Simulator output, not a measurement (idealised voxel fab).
Process module in this document: voxel plated lines
The width of the displayed cross-section, cut, is 290 nm; its cells are square, with a size of 5 nm.
Reading order for cross-sections: top band down to bottom band. Underlying form: a grid of square cells. Band size: one or more rows of cells. Basically the band line says how high the top is and how high the bottom is, in nm, and then what's in it from left to right, every material with its width in nm. Empty space shows up as "air", and if a single material carries "all across" it runs the full band edge to edge. Height datum 0, below which the as-received substrate wafer is one material. Lowest band open at the bottom, running downward: "0 nm and below". The expression "30 to 40" gives the width at the extremes of the band, the first number at its top row of cells and the second at its bottom row, with the width changing by equal amounts from each row to the next in between. "left unchanged" means the step left every cell of the cross-section as it was. The list in "Trapped voids" covers empty spaces of 8 cells or more that cannot reach the top through any open way, and it gives each as width x height at distance; the distance is from the left edge, and width, height and distance are in nm. Note: text after step settings on the step line = simulator remark on that step. "overlay nm" denotes, for a step that has a mask, the displacement of the mask to the right of its planned place, with negative values corresponding to the left.

-- Planned process steps
1) RECEIVE,material Si
2) CONFORMAL_DEP,material Al2O3,thk nm 10
3) DIRECTIONAL_DEP,material TiN,thk nm 5
4) PATTERN,tone open,mask id LINES,material resist,width nm 20,pitch nm 35,thk nm 35,overlay nm 0
5) EPI,material Ru,thk nm 5
6) EPI,material Ru,thk nm 5
7) EPI,material Ru,thk nm 10
8) STRIP,etch materials resist
9) DIRECTIONAL_ETCH,etch materials TiN,depth nm 5
10) CONFORMAL_DEP,material SiCN,thk nm 5

-- Account of the first of two wafers, which was processed as intended

-- Cross-sectional view of the wafer in its as-received condition, corresponding to the state after step 1
  0 nm and below = Si all across
  Trapped voids: none

-- Wafer section view after processing step 2
  10 nm to 0 nm = Al2O3 all across
  At heights below 0, the structure remains unaltered.

-- Wafer section view after processing step 3
  15 nm to 10 nm = TiN all across
  At heights below 10, the structure remains unaltered.

-- Wafer section view after processing step 4
  50 nm to 15 nm = resist 80  air 20  resist 15  air 20  resist 15  air 20  resist 15  air 20  resist 85
  At heights below 15, the structure remains unaltered.

-- Wafer section view after processing step 5
  50 nm to 20 nm = resist 80  air 20  resist 15  air 20  resist 15  air 20  resist 15  air 20  resist 85
  20 nm to 15 nm = resist 80  Ru 20  resist 15  Ru 20  resist 15  Ru 20  resist 15  Ru 20  resist 85
  At heights below 15, the structure remains unaltered.

-- Wafer section view after processing step 6
  50 nm to 25 nm = resist 80  air 20  resist 15  air 20  resist 15  air 20  resist 15  air 20  resist 85
  25 nm to 15 nm = resist 80  Ru 20  resist 15  Ru 20  resist 15  Ru 20  resist 15  Ru 20  resist 85
  At heights below 15, the structure remains unaltered.

-- Wafer section view after processing step 7
  50 nm to 35 nm = resist 80  air 20  resist 15  air 20  resist 15  air 20  resist 15  air 20  resist 85
  35 nm to 15 nm = resist 80  Ru 20  resist 15  Ru 20  resist 15  Ru 20  resist 15  Ru 20  resist 85
  At heights below 15, the structure remains unaltered.

-- Wafer section view after processing step 8
  35 nm to 15 nm = air 80  Ru 20  air 15  Ru 20  air 15  Ru 20  air 15  Ru 20  air 85
  At heights below 15, the structure remains unaltered.

-- Wafer section view after processing step 9
  35 nm to 15 nm = air 80  Ru 20  air 15  Ru 20  air 15  Ru 20  air 15  Ru 20  air 85
  15 nm to 10 nm = air 80  TiN 20  air 15  TiN 20  air 15  TiN 20  air 15  TiN 20  air 85
  At heights below 10, the structure remains unaltered.

-- Wafer section view after processing step 10
  40 nm to 35 nm = air 75  SiCN 30  air 5  SiCN 30  air 5  SiCN 30  air 5  SiCN 30  air 80
  35 nm to 15 nm = air 75  SiCN 5  Ru 20  SiCN 5  air 5  SiCN 5  Ru 20  SiCN 5  air 5  SiCN 5  Ru 20  SiCN 5  air 5  SiCN 5  Ru 20  SiCN 5  air 80
  15 nm to 10 nm = SiCN 80  TiN 20  SiCN 15  TiN 20  SiCN 15  TiN 20  SiCN 15  TiN 20  SiCN 85
  At heights below 10, the structure remains unaltered.

-- Second wafer, same starting state and plan as the first, one mistake in the run, identical through step 1

-- Cross-sectional representation of the second wafer at the time designated in the plan for the completion of step 2
  10 nm to 0 nm = Ru all across
  At heights below 0, the structure remains unaltered.

-- Cross-sectional representation of the second wafer at the time designated in the plan for the completion of step 3
  15 nm to 10 nm = TiN all across
  At heights below 10, the structure remains unaltered.

-- Cross-sectional representation of the second wafer at the time designated in the plan for the completion of step 4
  50 nm to 15 nm = resist 80  air 20  resist 15  air 20  resist 15  air 20  resist 15  air 20  resist 85
  At heights below 15, the structure remains unaltered.

-- Cross-sectional representation of the second wafer at the time designated in the plan for the completion of step 5
  50 nm to 20 nm = resist 80  air 20  resist 15  air 20  resist 15  air 20  resist 15  air 20  resist 85
  20 nm to 15 nm = resist 80  Ru 20  resist 15  Ru 20  resist 15  Ru 20  resist 15  Ru 20  resist 85
  At heights below 15, the structure remains unaltered.

-- Cross-sectional representation of the second wafer at the time designated in the plan for the completion of step 6
  50 nm to 25 nm = resist 80  air 20  resist 15  air 20  resist 15  air 20  resist 15  air 20  resist 85
  25 nm to 15 nm = resist 80  Ru 20  resist 15  Ru 20  resist 15  Ru 20  resist 15  Ru 20  resist 85
  At heights below 15, the structure remains unaltered.

-- Cross-sectional representation of the second wafer at the time designated in the plan for the completion of step 7
  50 nm to 35 nm = resist 80  air 20  resist 15  air 20  resist 15  air 20  resist 15  air 20  resist 85
  35 nm to 15 nm = resist 80  Ru 20  resist 15  Ru 20  resist 15  Ru 20  resist 15  Ru 20  resist 85
  At heights below 15, the structure remains unaltered.

-- Cross-sectional representation of the second wafer at the time designated in the plan for the completion of step 8
  35 nm to 15 nm = air 80  Ru 20  air 15  Ru 20  air 15  Ru 20  air 15  Ru 20  air 85
  At heights below 15, the structure remains unaltered.

-- Cross-sectional representation of the second wafer at the time designated in the plan for the completion of step 9
  35 nm to 15 nm = air 80  Ru 20  air 15  Ru 20  air 15  Ru 20  air 15  Ru 20  air 85
  15 nm to 10 nm = air 80  TiN 20  air 15  TiN 20  air 15  TiN 20  air 15  TiN 20  air 85
  At heights below 10, the structure remains unaltered.

-- Cross-sectional representation of the second wafer at the time designated in the plan for the completion of step 10
  40 nm to 35 nm = air 75  SiCN 30  air 5  SiCN 30  air 5  SiCN 30  air 5  SiCN 30  air 80
  35 nm to 15 nm = air 75  SiCN 5  Ru 20  SiCN 5  air 5  SiCN 5  Ru 20  SiCN 5  air 5  SiCN 5  Ru 20  SiCN 5  air 5  SiCN 5  Ru 20  SiCN 5  air 80
  15 nm to 10 nm = SiCN 80  TiN 20  SiCN 15  TiN 20  SiCN 15  TiN 20  SiCN 15  TiN 20  SiCN 85
  At heights below 10, the structure remains unaltered.
What was done differently from what was planned? in deviation from the planned setting, step 2 was conducted as CONFORMAL_DEP,material Ru,thk nm 10
End check, counted in cells, second wafer has more or fewer of these materials than the first: Al2O3 -116 | Ru +116
